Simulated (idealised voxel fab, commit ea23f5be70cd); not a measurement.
process module | voxel gate over fins
cross-section cut | 190 nm wide | cells 5 nm
A cross-section is a grid of square cells, given in bands from the top down. A band is one or more rows of cells.
Each band's line starts with the height of the band's top and of its bottom, in nm. Then come its materials from left to right, each with its width in nm. One material with "throughout" fills the band from edge to edge. "air" is empty space.
Height 0 is the level under which the wafer as received is all one material. The lowest band goes on downwards, as in "0 down".
A width such as "30 to 40" changes by the same amount from each row of cells to the next, from the band's top row to its bottom row.
"no change" after a step means that no cell of the cross-section changed.
closed voids: empty space of 8 cells or more with no open way to the top, each as width x height at its distance from the left edge, in nm
after a step's settings: what the simulator itself notes on the step
overlay nm, on a step with a mask: how far to the right of its planned place the mask lay; to the left if negative
Each pair below shows a cross-section before one step and the cross-section after it, down to the lowest band that changed. The line under each pair gives the step between them, with its settings. The pairs can come from different runs of this module on the same starting wafer, so a pair continues from the pair above only where its "before" says so.
before
  0 down: Si throughout
  closed voids: none
after
  5 to 0: SiN throughout
  below 0: unchanged
  closed voids: none
the step between: op CONFORMAL_DEP | material SiN | thk nm 5
before: the cross-section after the pair above
after
  20 to 5: aC throughout
  below 5: unchanged
  closed voids: none
the step between: op DIRECTIONAL_DEP | material aC | thk nm 15
before: the cross-section after the pair above
after
  50 to 20: air 65 | resist 15 | air 25 | resist 15 | air 70
  below 20: unchanged
  closed voids: none
the step between: op PATTERN | tone cover | mask id FINS | material resist | width nm 15 | pitch nm 40 | thk nm 30 | overlay nm 0
before: the cross-section after the pair above
after
  35 to 20: air 65 | resist 15 | air 25 | resist 15 | air 70
  20 to 5: air 65 | aC 15 | air 25 | aC 15 | air 70
  below 5: unchanged
  closed voids: none
the step between: op DIRECTIONAL_ETCH | etch materials aC | depth nm 15
before: the cross-section after the pair above
after
  20 to 5: air 65 | aC 15 | air 25 | aC 15 | air 70
  below 5: unchanged
  closed voids: none
the step between: op STRIP | etch materials resist
before: the cross-section after the pair above
after
  20 to 5: air 65 | aC 15 | air 25 | aC 15 | air 70
  5 to 0: air 65 | SiN 15 | air 25 | SiN 15 | air 70
  below 0: unchanged
  closed voids: none
the step between: op DIRECTIONAL_ETCH | etch materials SiN | depth nm 5
before: the cross-section after the pair above
after
  20 to 5: air 65 | aC 15 | air 25 | aC 15 | air 70
  5 to 0: air 65 | SiN 15 | air 25 | SiN 15 | air 70
  0 to -35: air 65 | Si 15 | air 25 | Si 15 | air 70
  below -35: unchanged
  closed voids: none
the step between: op DIRECTIONAL_ETCH | etch materials Si | depth nm 35
before: the cross-section after the pair above
after
  5 to 0: air 65 | SiN 15 | air 25 | SiN 15 | air 70
  below 0: unchanged
  closed voids: none
the step between: op STRIP | etch materials aC
before: the cross-section after the pair above
after
  20 to 5: SiO2 throughout
  5 to 0: SiO2 65 | SiN 15 | SiO2 25 | SiN 15 | SiO2 70
  0 to -35: SiO2 65 | Si 15 | SiO2 25 | Si 15 | SiO2 70
  below -35: unchanged
  closed voids: none
the step between: op FILL_DEP | material SiO2 | thk nm 15
before: the cross-section after the pair above
after
  5 to 0: SiO2 65 | SiN 15 | SiO2 25 | SiN 15 | SiO2 70
  below 0: unchanged
  closed voids: none
the step between: op CMP | height nm 5
before: the cross-section after the pair above
after
  5 to 0: air 65 | SiN 15 | air 25 | SiN 15 | air 70
  0 to -10: air 65 | Si 15 | air 25 | Si 15 | air 70
  below -10: unchanged
  closed voids: none
the step between: op SELECTIVE_ETCH | etch materials SiO2 | depth nm 15
before: the cross-section after the pair above
after
  0 to -10: air 65 | Si 15 | air 25 | Si 15 | air 70
  below -10: unchanged
  closed voids: none
the step between: op STRIP | etch materials SiN
before: the cross-section after the pair above
after
  5 to 0: air 60 | HfO2 25 | air 15 | HfO2 25 | air 65
  0 to -5: air 60 | HfO2 5 | Si 15 | HfO2 5 | air 15 | HfO2 5 | Si 15 | HfO2 5 | air 65
  -5 to -10: HfO2 65 | Si 15 | HfO2 25 | Si 15 | HfO2 70
  below -10: unchanged
  closed voids: none
the step between: op CONFORMAL_DEP | material HfO2 | thk nm 5
before: the cross-section after the pair above
after
  10 to 5: air 55 | TiN 35 | air 5 | TiN 35 | air 60
  5 to 0: air 55 | TiN 5 | HfO2 25 | TiN 5 | air 5 | TiN 5 | HfO2 25 | TiN 5 | air 60
  0 to -5: TiN 60 | HfO2 5 | Si 15 | HfO2 5 | TiN 15 | HfO2 5 | Si 15 | HfO2 5 | TiN 65
  below -5: unchanged
  closed voids: none
the step between: op CONFORMAL_DEP | material TiN | thk nm 5
before: the cross-section after the pair above
after
  25 to 10: W throughout
  10 to 5: W 55 | TiN 35 | W 5 | TiN 35 | W 60
  5 to 0: W 55 | TiN 5 | HfO2 25 | TiN 5 | W 5 | TiN 5 | HfO2 25 | TiN 5 | W 60
  below 0: unchanged
  closed voids: none
the step between: op FILL_DEP | material W | thk nm 15
before: the cross-section after the pair above
after
  20 to 10: W throughout
  below 10: unchanged
  closed voids: none
the step between: op CMP | height nm 20
before: the cross-section after the pair above
after
  30 to 20: SiN throughout
  below 20: unchanged
  closed voids: none
the step between: op CONFORMAL_DEP | material SiN | thk nm 10
before
  0 to -10: air 65 | Si 15 | air 25 | Si 15 | air 70
  -10 to -35: SiO2 65 | Si 15 | SiO2 25 | Si 15 | SiO2 70
  -35 down: Si throughout
  closed voids: none
after
  5 to 0: air 60 | TiN 25 | air 15 | TiN 25 | air 65
  0 to -5: air 60 | TiN 5 | Si 15 | TiN 5 | air 15 | TiN 5 | Si 15 | TiN 5 | air 65
  -5 to -10: TiN 65 | Si 15 | TiN 25 | Si 15 | TiN 70
  below -10: unchanged
  closed voids: none
the step between: op CONFORMAL_DEP | material TiN | thk nm 5
before: the cross-section after the pair above
after
  20 to 5: W throughout
  5 to 0: W 60 | TiN 25 | W 15 | TiN 25 | W 65
  0 to -5: W 60 | TiN 5 | Si 15 | TiN 5 | W 15 | TiN 5 | Si 15 | TiN 5 | W 65
  below -5: unchanged
  closed voids: none
the step between: op FILL_DEP | material W | thk nm 15
before: the cross-section after the pair above
after
  30 to 20: SiN throughout
  below 20: unchanged
  closed voids: none
the step between: op CONFORMAL_DEP | material SiN | thk nm 10
before
  5 to 0: air 65 | SiN 15 | air 25 | SiN 15 | air 70
  0 to -10: air 65 | Si 15 | air 25 | Si 15 | air 70
  -10 to -35: SiO2 65 | Si 15 | SiO2 25 | Si 15 | SiO2 70
  -35 down: Si throughout
  closed voids: none
after
  5 to 0: air 65 | SiN 15 | air 25 | SiN 15 | air 70
  0 to -25: air 65 | Si 15 | air 25 | Si 15 | air 70
  below -25: unchanged
  closed voids: none
the step between: op SELECTIVE_ETCH | etch materials SiO2 | depth nm 15
before: the cross-section after the pair above
after
  0 to -25: air 65 | Si 15 | air 25 | Si 15 | air 70
  below -25: unchanged
  closed voids: none
the step between: op STRIP | etch materials SiN
before: the cross-section after the pair above
after
  5 to 0: air 60 | HfO2 25 | air 15 | HfO2 25 | air 65
  0 to -20: air 60 | HfO2 5 | Si 15 | HfO2 5 | air 15 | HfO2 5 | Si 15 | HfO2 5 | air 65
  -20 to -25: HfO2 65 | Si 15 | HfO2 25 | Si 15 | HfO2 70
  below -25: unchanged
  closed voids: none
the step between: op CONFORMAL_DEP | material HfO2 | thk nm 5
before: the cross-section after the pair above
after
  10 to 5: air 55 | TiN 35 | air 5 | TiN 35 | air 60
  5 to 0: air 55 | TiN 5 | HfO2 25 | TiN 5 | air 5 | TiN 5 | HfO2 25 | TiN 5 | air 60
  0 to -15: air 55 | TiN 5 | HfO2 5 | Si 15 | HfO2 5 | TiN 5 | air 5 | TiN 5 | HfO2 5 | Si 15 | HfO2 5 | TiN 5 | air 60
  -15 to -20: TiN 60 | HfO2 5 | Si 15 | HfO2 5 | TiN 15 | HfO2 5 | Si 15 | HfO2 5 | TiN 65
  below -20: unchanged
  closed voids: none
the step between: op CONFORMAL_DEP | material TiN | thk nm 5
before: the cross-section after the pair above
after
  25 to 10: W throughout
  10 to 5: W 55 | TiN 35 | W 5 | TiN 35 | W 60
  5 to 0: W 55 | TiN 5 | HfO2 25 | TiN 5 | W 5 | TiN 5 | HfO2 25 | TiN 5 | W 60
  0 to -15: W 55 | TiN 5 | HfO2 5 | Si 15 | HfO2 5 | TiN 5 | W 5 | TiN 5 | HfO2 5 | Si 15 | HfO2 5 | TiN 5 | W 60
  below -15: unchanged
  closed voids: none
the step between: op FILL_DEP | material W | thk nm 15
before: the cross-section after the pair above
after
  20 to 10: W throughout
  below 10: unchanged
  closed voids: none
the step between: op CMP | height nm 20
before: the cross-section after the pair above
after
  30 to 20: SiN throughout
  below 20: unchanged
  closed voids: none
the step between: op CONFORMAL_DEP | material SiN | thk nm 10
before
  5 to 0: air 60 | TiN 25 | air 15 | TiN 25 | air 65
  0 to -5: air 60 | TiN 5 | Si 15 | TiN 5 | air 15 | TiN 5 | Si 15 | TiN 5 | air 65
  -5 to -10: TiN 65 | Si 15 | TiN 25 | Si 15 | TiN 70
  -10 to -35: SiO2 65 | Si 15 | SiO2 25 | Si 15 | SiO2 70
  -35 down: Si throughout
  closed voids: none
after
  10 to 5: air 55 | HfO2 35 | air 5 | HfO2 35 | air 60
  5 to 0: air 55 | HfO2 5 | TiN 25 | HfO2 5 | air 5 | HfO2 5 | TiN 25 | HfO2 5 | air 60
  0 to -5: HfO2 60 | TiN 5 | Si 15 | TiN 5 | HfO2 15 | TiN 5 | Si 15 | TiN 5 | HfO2 65
  below -5: unchanged
  closed voids: none
the step between: op CONFORMAL_DEP | material HfO2 | thk nm 5
before: the cross-section after the pair above
after
  25 to 10: W throughout
  10 to 5: W 55 | HfO2 35 | W 5 | HfO2 35 | W 60
  5 to 0: W 55 | HfO2 5 | TiN 25 | HfO2 5 | W 5 | HfO2 5 | TiN 25 | HfO2 5 | W 60
  below 0: unchanged
  closed voids: none
the step between: op FILL_DEP | material W | thk nm 15
before: the cross-section after the pair above
after
  20 to 10: W throughout
  below 10: unchanged
  closed voids: none
the step between: op CMP | height nm 20
before: the cross-section after the pair above
after
  30 to 20: SiN throughout
  below 20: unchanged
  closed voids: none
the step between: op CONFORMAL_DEP | material SiN | thk nm 10
before
  20 to 5: air 65 | aC 15 | air 25 | aC 15 | air 70
  5 to 0: air 65 | SiN 15 | air 25 | SiN 15 | air 70
  0 down: Si throughout
  closed voids: none
after
  20 to 5: air 65 | aC 15 | air 25 | aC 15 | air 70
  5 to 0: air 65 | SiN 15 | air 25 | SiN 15 | air 70
  0 to -45: air 65 | Si 15 | air 25 | Si 15 | air 70
  below -45: unchanged
  closed voids: none
the step between: op DIRECTIONAL_ETCH | etch materials Si | depth nm 45
before: the cross-section after the pair above
after
  5 to 0: air 65 | SiN 15 | air 25 | SiN 15 | air 70
  below 0: unchanged
  closed voids: none
the step between: op STRIP | etch materials aC
before: the cross-section after the pair above
after
  20 to 5: SiO2 throughout
  5 to 0: SiO2 65 | SiN 15 | SiO2 25 | SiN 15 | SiO2 70
  0 to -45: SiO2 65 | Si 15 | SiO2 25 | Si 15 | SiO2 70
  below -45: unchanged
  closed voids: none
the step between: op FILL_DEP | material SiO2 | thk nm 15
before: the cross-section after the pair above
after
  5 to 0: SiO2 65 | SiN 15 | SiO2 25 | SiN 15 | SiO2 70
  below 0: unchanged
  closed voids: none
the step between: op CMP | height nm 5
before: the cross-section after the pair above
after
  5 to 0: air 65 | SiN 15 | air 25 | SiN 15 | air 70
  0 to -10: air 65 | Si 15 | air 25 | Si 15 | air 70
  below -10: unchanged
  closed voids: none
the step between: op SELECTIVE_ETCH | etch materials SiO2 | depth nm 15
before: the cross-section after the pair above
after
  0 to -10: air 65 | Si 15 | air 25 | Si 15 | air 70
  below -10: unchanged
  closed voids: none
the step between: op STRIP | etch materials SiN
before: the cross-section after the pair above
after
  5 to 0: air 60 | HfO2 25 | air 15 | HfO2 25 | air 65
  0 to -5: air 60 | HfO2 5 | Si 15 | HfO2 5 | air 15 | HfO2 5 | Si 15 | HfO2 5 | air 65
  -5 to -10: HfO2 65 | Si 15 | HfO2 25 | Si 15 | HfO2 70
  below -10: unchanged
  closed voids: none
the step between: op CONFORMAL_DEP | material HfO2 | thk nm 5
before: the cross-section after the pair above
after
  10 to 5: air 55 | TiN 35 | air 5 | TiN 35 | air 60
  5 to 0: air 55 | TiN 5 | HfO2 25 | TiN 5 | air 5 | TiN 5 | HfO2 25 | TiN 5 | air 60
  0 to -5: TiN 60 | HfO2 5 | Si 15 | HfO2 5 | TiN 15 | HfO2 5 | Si 15 | HfO2 5 | TiN 65
  below -5: unchanged
  closed voids: none
the step between: op CONFORMAL_DEP | material TiN | thk nm 5
before: the cross-section after the pair above
after
  25 to 10: W throughout
  10 to 5: W 55 | TiN 35 | W 5 | TiN 35 | W 60
  5 to 0: W 55 | TiN 5 | HfO2 25 | TiN 5 | W 5 | TiN 5 | HfO2 25 | TiN 5 | W 60
  below 0: unchanged
  closed voids: none
the step between: op FILL_DEP | material W | thk nm 15
before: the cross-section after the pair above
after
  20 to 10: W throughout
  below 10: unchanged
  closed voids: none
the step between: op CMP | height nm 20
before: the cross-section after the pair above
after
  30 to 20: SiN throughout
  below 20: unchanged
  closed voids: none
the step between: op CONFORMAL_DEP | material SiN | thk nm 10
before
  20 to 5: aC throughout
  5 to 0: SiN throughout
  0 down: Si throughout
  closed voids: none
after
  50 to 20: air 60 | resist 25 | air 15 | resist 25 | air 65
  below 20: unchanged
  closed voids: none
the step between: op PATTERN | tone cover | mask id FINS | material resist | width nm 25 | pitch nm 40 | thk nm 30 | overlay nm 0
before: the cross-section after the pair above
after
  35 to 20: air 60 | resist 25 | air 15 | resist 25 | air 65
  20 to 5: air 60 | aC 25 | air 15 | aC 25 | air 65
  below 5: unchanged
  closed voids: none
the step between: op DIRECTIONAL_ETCH | etch materials aC | depth nm 15
before: the cross-section after the pair above
after
  20 to 5: air 60 | aC 25 | air 15 | aC 25 | air 65
  below 5: unchanged
  closed voids: none
the step between: op STRIP | etch materials resist
before: the cross-section after the pair above
after
  20 to 5: air 60 | aC 25 | air 15 | aC 25 | air 65
  5 to 0: air 60 | SiN 25 | air 15 | SiN 25 | air 65
  below 0: unchanged
  closed voids: none
the step between: op DIRECTIONAL_ETCH | etch materials SiN | depth nm 5
before: the cross-section after the pair above
after
  20 to 5: air 60 | aC 25 | air 15 | aC 25 | air 65
  5 to 0: air 60 | SiN 25 | air 15 | SiN 25 | air 65
  0 to -35: air 60 | Si 25 | air 15 | Si 25 | air 65
  below -35: unchanged
  closed voids: none
the step between: op DIRECTIONAL_ETCH | etch materials Si | depth nm 35
before: the cross-section after the pair above
after
  5 to 0: air 60 | SiN 25 | air 15 | SiN 25 | air 65
  below 0: unchanged
  closed voids: none
the step between: op STRIP | etch materials aC
before: the cross-section after the pair above
after
  20 to 5: SiO2 throughout
  5 to 0: SiO2 60 | SiN 25 | SiO2 15 | SiN 25 | SiO2 65
  0 to -35: SiO2 60 | Si 25 | SiO2 15 | Si 25 | SiO2 65
  below -35: unchanged
  closed voids: none
the step between: op FILL_DEP | material SiO2 | thk nm 15
before: the cross-section after the pair above
after
  5 to 0: SiO2 60 | SiN 25 | SiO2 15 | SiN 25 | SiO2 65
  below 0: unchanged
  closed voids: none
the step between: op CMP | height nm 5
before: the cross-section after the pair above
after
  5 to 0: air 60 | SiN 25 | air 15 | SiN 25 | air 65
  0 to -10: air 60 | Si 25 | air 15 | Si 25 | air 65
  below -10: unchanged
  closed voids: none
the step between: op SELECTIVE_ETCH | etch materials SiO2 | depth nm 15
before: the cross-section after the pair above
after
  0 to -10: air 60 | Si 25 | air 15 | Si 25 | air 65
  below -10: unchanged
  closed voids: none
the step between: op STRIP | etch materials SiN
before: the cross-section after the pair above
after
  5 to 0: air 55 | HfO2 35 | air 5 | HfO2 35 | air 60
  0 to -5: air 55 | HfO2 5 | Si 25 | HfO2 5 | air 5 | HfO2 5 | Si 25 | HfO2 5 | air 60
  -5 to -10: HfO2 60 | Si 25 | HfO2 15 | Si 25 | HfO2 65
  below -10: unchanged
  closed voids: none
the step between: op CONFORMAL_DEP | material HfO2 | thk nm 5
before: the cross-section after the pair above
after
  10 to 5: air 50 | TiN 85 | air 55
  5 to 0: air 50 | TiN 5 | HfO2 35 | TiN 5 | HfO2 35 | TiN 5 | air 55
  0 to -5: TiN 55 | HfO2 5 | Si 25 | HfO2 5 | TiN 5 | HfO2 5 | Si 25 | HfO2 5 | TiN 60
  below -5: unchanged
  closed voids: none
the step between: op CONFORMAL_DEP | material TiN | thk nm 5
before: the cross-section after the pair above
after
  25 to 10: W throughout
  10 to 5: W 50 | TiN 85 | W 55
  5 to 0: W 50 | TiN 5 | HfO2 35 | TiN 5 | HfO2 35 | TiN 5 | W 55
  below 0: unchanged
  closed voids: none
the step between: op FILL_DEP | material W | thk nm 15
before: the cross-section after the pair above
after
  20 to 10: W throughout
  below 10: unchanged
  closed voids: none
the step between: op CMP | height nm 20
before: the cross-section after the pair above
after
  30 to 20: SiN throughout
  below 20: unchanged
  closed voids: none
the step between: op CONFORMAL_DEP | material SiN | thk nm 10
before
  20 to 5: aC throughout
  5 to 0: SiN throughout
  0 down: Si throughout
  closed voids: none
after
  50 to 20: air 70 | resist 15 | air 25 | resist 15 | air 65
  below 20: unchanged
  closed voids: none
the step between: op PATTERN | tone cover | mask id FINS | material resist | width nm 15 | pitch nm 40 | thk nm 30 | overlay nm 5
before: the cross-section after the pair above
after
  35 to 20: air 70 | resist 15 | air 25 | resist 15 | air 65
  20 to 5: air 70 | aC 15 | air 25 | aC 15 | air 65
  below 5: unchanged
  closed voids: none
the step between: op DIRECTIONAL_ETCH | etch materials aC | depth nm 15
before: the cross-section after the pair above
after
  20 to 5: air 70 | aC 15 | air 25 | aC 15 | air 65
  below 5: unchanged
  closed voids: none
the step between: op STRIP | etch materials resist
before: the cross-section after the pair above
after
  20 to 5: air 70 | aC 15 | air 25 | aC 15 | air 65
  5 to 0: air 70 | SiN 15 | air 25 | SiN 15 | air 65
  below 0: unchanged
  closed voids: none
the step between: op DIRECTIONAL_ETCH | etch materials SiN | depth nm 5
before: the cross-section after the pair above
after
  20 to 5: air 70 | aC 15 | air 25 | aC 15 | air 65
  5 to 0: air 70 | SiN 15 | air 25 | SiN 15 | air 65
  0 to -35: air 70 | Si 15 | air 25 | Si 15 | air 65
  below -35: unchanged
  closed voids: none
the step between: op DIRECTIONAL_ETCH | etch materials Si | depth nm 35
before: the cross-section after the pair above
after
  5 to 0: air 70 | SiN 15 | air 25 | SiN 15 | air 65
  below 0: unchanged
  closed voids: none
the step between: op STRIP | etch materials aC
before: the cross-section after the pair above
after
  20 to 5: SiO2 throughout
  5 to 0: SiO2 70 | SiN 15 | SiO2 25 | SiN 15 | SiO2 65
  0 to -35: SiO2 70 | Si 15 | SiO2 25 | Si 15 | SiO2 65
  below -35: unchanged
  closed voids: none
the step between: op FILL_DEP | material SiO2 | thk nm 15
before: the cross-section after the pair above
after
  5 to 0: SiO2 70 | SiN 15 | SiO2 25 | SiN 15 | SiO2 65
  below 0: unchanged
  closed voids: none
the step between: op CMP | height nm 5
before: the cross-section after the pair above
after
  5 to 0: air 70 | SiN 15 | air 25 | SiN 15 | air 65
  0 to -10: air 70 | Si 15 | air 25 | Si 15 | air 65
  below -10: unchanged
  closed voids: none
the step between: op SELECTIVE_ETCH | etch materials SiO2 | depth nm 15
before: the cross-section after the pair above
after
  0 to -10: air 70 | Si 15 | air 25 | Si 15 | air 65
  below -10: unchanged
  closed voids: none
the step between: op STRIP | etch materials SiN
before: the cross-section after the pair above
after
  5 to 0: air 65 | HfO2 25 | air 15 | HfO2 25 | air 60
  0 to -5: air 65 | HfO2 5 | Si 15 | HfO2 5 | air 15 | HfO2 5 | Si 15 | HfO2 5 | air 60
  -5 to -10: HfO2 70 | Si 15 | HfO2 25 | Si 15 | HfO2 65
  below -10: unchanged
  closed voids: none
the step between: op CONFORMAL_DEP | material HfO2 | thk nm 5
before: the cross-section after the pair above
after
  10 to 5: air 60 | TiN 35 | air 5 | TiN 35 | air 55
  5 to 0: air 60 | TiN 5 | HfO2 25 | TiN 5 | air 5 | TiN 5 | HfO2 25 | TiN 5 | air 55
  0 to -5: TiN 65 | HfO2 5 | Si 15 | HfO2 5 | TiN 15 | HfO2 5 | Si 15 | HfO2 5 | TiN 60
  below -5: unchanged
  closed voids: none
the step between: op CONFORMAL_DEP | material TiN | thk nm 5
before: the cross-section after the pair above
after
  25 to 10: W throughout
  10 to 5: W 60 | TiN 35 | W 5 | TiN 35 | W 55
  5 to 0: W 60 | TiN 5 | HfO2 25 | TiN 5 | W 5 | TiN 5 | HfO2 25 | TiN 5 | W 55
  below 0: unchanged
  closed voids: none
the step between: op FILL_DEP | material W | thk nm 15
before: the cross-section after the pair above
after
  20 to 10: W throughout
  below 10: unchanged
  closed voids: none
the step between: op CMP | height nm 20
before: the cross-section after the pair above
after
  30 to 20: SiN throughout
  below 20: unchanged
  closed voids: none
the step between: op CONFORMAL_DEP | material SiN | thk nm 10
before
  5 to 0: air 65 | SiN 15 | air 25 | SiN 15 | air 70
  0 to -35: air 65 | Si 15 | air 25 | Si 15 | air 70
  -35 down: Si throughout
  closed voids: none
after
  20 to 5: W throughout
  5 to 0: W 65 | SiN 15 | W 25 | SiN 15 | W 70
  0 to -35: W 65 | Si 15 | W 25 | Si 15 | W 70
  below -35: unchanged
  closed voids: none
the step between: op FILL_DEP | material W | thk nm 15
before: the cross-section after the pair above
after
  5 to 0: W 65 | SiN 15 | W 25 | SiN 15 | W 70
  below 0: unchanged
  closed voids: none
the step between: op CMP | height nm 5
before: the cross-section after the pair above
after
  5 to 0: W 65 | air 15 | W 25 | air 15 | W 70
  below 0: unchanged
  closed voids: none
the step between: op STRIP | etch materials SiN
before: the cross-section after the pair above
after
  10 to 5: HfO2 70 | air 5 | HfO2 35 | air 5 | HfO2 75
  5 to 0: W 65 | HfO2 15 | W 25 | HfO2 15 | W 70
  below 0: unchanged
  closed voids: none
the step between: op CONFORMAL_DEP | material HfO2 | thk nm 5
before: the cross-section after the pair above
after
  15 to 10: TiN throughout
  10 to 5: HfO2 70 | TiN 5 | HfO2 35 | TiN 5 | HfO2 75
  below 5: unchanged
  closed voids: none
the step between: op CONFORMAL_DEP | material TiN | thk nm 5
before: the cross-section after the pair above
after
  30 to 15: W throughout
  below 15: unchanged
  closed voids: none
the step between: op FILL_DEP | material W | thk nm 15
before: the cross-section after the pair above
after
  20 to 15: W throughout
  below 15: unchanged
  closed voids: none
the step between: op CMP | height nm 20
before: the cross-section after the pair above
after
  30 to 20: SiN throughout
  below 20: unchanged
  closed voids: none
the step between: op CONFORMAL_DEP | material SiN | thk nm 10
before
  20 to 5: aC throughout
  5 to 0: SiN throughout
  0 down: Si throughout
  closed voids: none
after
  50 to 20: resist 65 | air 15 | resist 25 | air 15 | resist 70
  below 20: unchanged
  closed voids: none
the step between: op PATTERN | tone open | mask id FINS | material resist | width nm 15 | pitch nm 40 | thk nm 30 | overlay nm 0
before: the cross-section after the pair above
after
  35 to 20: resist 65 | air 15 | resist 25 | air 15 | resist 70
  20 to 5: aC 65 | air 15 | aC 25 | air 15 | aC 70
  below 5: unchanged
  closed voids: none
the step between: op DIRECTIONAL_ETCH | etch materials aC | depth nm 15
before: the cross-section after the pair above
after
  20 to 5: aC 65 | air 15 | aC 25 | air 15 | aC 70
  below 5: unchanged
  closed voids: none
the step between: op STRIP | etch materials resist
before: the cross-section after the pair above
after
  20 to 5: aC 65 | air 15 | aC 25 | air 15 | aC 70
  5 to 0: SiN 65 | air 15 | SiN 25 | air 15 | SiN 70
  below 0: unchanged
  closed voids: none
the step between: op DIRECTIONAL_ETCH | etch materials SiN | depth nm 5
before: the cross-section after the pair above
after
  20 to 5: aC 65 | air 15 | aC 25 | air 15 | aC 70
  5 to 0: SiN 65 | air 15 | SiN 25 | air 15 | SiN 70
  0 to -35: Si 65 | air 15 | Si 25 | air 15 | Si 70
  below -35: unchanged
  closed voids: none
the step between: op DIRECTIONAL_ETCH | etch materials Si | depth nm 35
before: the cross-section after the pair above
after
  5 to 0: SiN 65 | air 15 | SiN 25 | air 15 | SiN 70
  below 0: unchanged
  closed voids: none
the step between: op STRIP | etch materials aC
before: the cross-section after the pair above
after
  20 to 5: SiO2 throughout
  5 to 0: SiN 65 | SiO2 15 | SiN 25 | SiO2 15 | SiN 70
  0 to -35: Si 65 | SiO2 15 | Si 25 | SiO2 15 | Si 70
  below -35: unchanged
  closed voids: none
the step between: op FILL_DEP | material SiO2 | thk nm 15
before: the cross-section after the pair above
after
  5 to 0: SiN 65 | SiO2 15 | SiN 25 | SiO2 15 | SiN 70
  below 0: unchanged
  closed voids: none
the step between: op CMP | height nm 5
before: the cross-section after the pair above
after
  5 to 0: SiN 65 | air 15 | SiN 25 | air 15 | SiN 70
  0 to -10: Si 65 | air 15 | Si 25 | air 15 | Si 70
  below -10: unchanged
  closed voids: none
the step between: op SELECTIVE_ETCH | etch materials SiO2 | depth nm 15
before: the cross-section after the pair above
after
  0 to -10: Si 65 | air 15 | Si 25 | air 15 | Si 70
  below -10: unchanged
  closed voids: none
the step between: op STRIP | etch materials SiN
before: the cross-section after the pair above
after
  5 to 0: HfO2 70 | air 5 | HfO2 35 | air 5 | HfO2 75
  0 to -5: Si 65 | HfO2 5 | air 5 | HfO2 5 | Si 25 | HfO2 5 | air 5 | HfO2 5 | Si 70
  -5 to -10: Si 65 | HfO2 15 | Si 25 | HfO2 15 | Si 70
  below -10: unchanged
  closed voids: none
the step between: op CONFORMAL_DEP | material HfO2 | thk nm 5
before: the cross-section after the pair above
after
  10 to 5: TiN throughout
  5 to 0: HfO2 70 | TiN 5 | HfO2 35 | TiN 5 | HfO2 75
  0 to -5: Si 65 | HfO2 5 | TiN 5 | HfO2 5 | Si 25 | HfO2 5 | TiN 5 | HfO2 5 | Si 70
  below -5: unchanged
  closed voids: none
the step between: op CONFORMAL_DEP | material TiN | thk nm 5
before: the cross-section after the pair above
after
  25 to 10: W throughout
  below 10: unchanged
  closed voids: none
the step between: op FILL_DEP | material W | thk nm 15
before: the cross-section after the pair above
after
  20 to 10: W throughout
  below 10: unchanged
  closed voids: none
the step between: op CMP | height nm 20
before: the cross-section after the pair above
after
  30 to 20: SiN throughout
  below 20: unchanged
  closed voids: none
the step between: op CONFORMAL_DEP | material SiN | thk nm 10
